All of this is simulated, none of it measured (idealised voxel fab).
Process module heading - voxel fin reveal
Shown is cross-section cut, with a width of 275 nm and square cells of size 5 nm.
For the purposes of this document, a cross-section shall be understood as a grid of square cells, specified as bands listed in top-to-bottom order, each band consisting of one or more rows of cells. Top height, bottom height, nm. Materials left to right, width each, nm. Single material + "throughout" = fills band edge to edge. "empty" = empty. The level at which height equals 0 is the one under which the wafer, as it arrives, is entirely one material. No lower edge exists for the bottom band, which continues downward and is notated as in "0 -> down". With a width like "30..40", each row of cells in the band differs from the next by the same amount, the top row carrying the first number and the bottom row the second. Reading "remained the same" for a step: not a cell of the cross-section changed in it. "Sealed voids" means: voids of 8 cells or more that are shut off from the top with no open way through. Written width x height at distance, distance from the left edge, in nm. The remark found on a step's line after its settings is issued by the simulator itself and pertains to that step. You can add "overlay nm" to a step's line. For a step with a mask, it describes how far the mask lay to the right of its planned position, and a negative number describes a lay to the left.
STEPS PLANNED FOR THE PROCESS
step 1: RECEIVE: material Si
step 2: CONFORMAL_DEP: material SiN, thk nm 5
step 3: DIRECTIONAL_DEP: material aC, thk nm 10
step 4: PATTERN: tone cover, mask id FINS, material resist, width nm 15, pitch nm 35, thk nm 25, overlay nm 0
step 5: DIRECTIONAL_ETCH: etch materials aC, depth nm 10
step 6: STRIP: etch materials resist
step 7: DIRECTIONAL_ETCH: etch materials SiN, depth nm 5
step 8: DIRECTIONAL_ETCH: etch materials Si, depth nm 35
step 9: STRIP: etch materials aC
step 10: FILL_DEP: material SiO2, thk nm 5
step 11: CMP: height nm 5
step 12: SELECTIVE_ETCH: etch materials SiO2, depth nm 15
step 13: STRIP: etch materials SiN
step 14: CONFORMAL_DEP: material SiO2, thk nm 5
INCOMING WAFER, CROSS-SECTIONAL VIEW, POST STEP 1
0 -> down | Si throughout
Sealed voids: none
POST-MODULE CROSS-SECTION: IDENTICAL START AND PLAN TO THOSE ABOVE, ONE MISSTEP IN EXECUTION
5 -> 0 | SiO2 100 nm, empty 5 nm, SiO2 30 nm, empty 5 nm, SiO2 30 nm, empty 5 nm, SiO2 100 nm
0 -> -5 | Si 95 nm, SiO2 5 nm, empty 5 nm, SiO2 5 nm, Si 20 nm, SiO2 5 nm, empty 5 nm, SiO2 5 nm, Si 20 nm, SiO2 5 nm, empty 5 nm, SiO2 5 nm, Si 95 nm
-5 -> -35 | Si 95 nm, SiO2 15 nm, Si 20 nm, SiO2 15 nm, Si 20 nm, SiO2 15 nm, Si 95 nm
-35 -> down | Si throughout
Sealed voids: none
Deviation from plan: so step 4 ended up running with a different setting than we planned, it ran as PATTERN: tone open, mask id FINS, material resist, width nm 15, pitch nm 35, thk nm 25, overlay nm 0
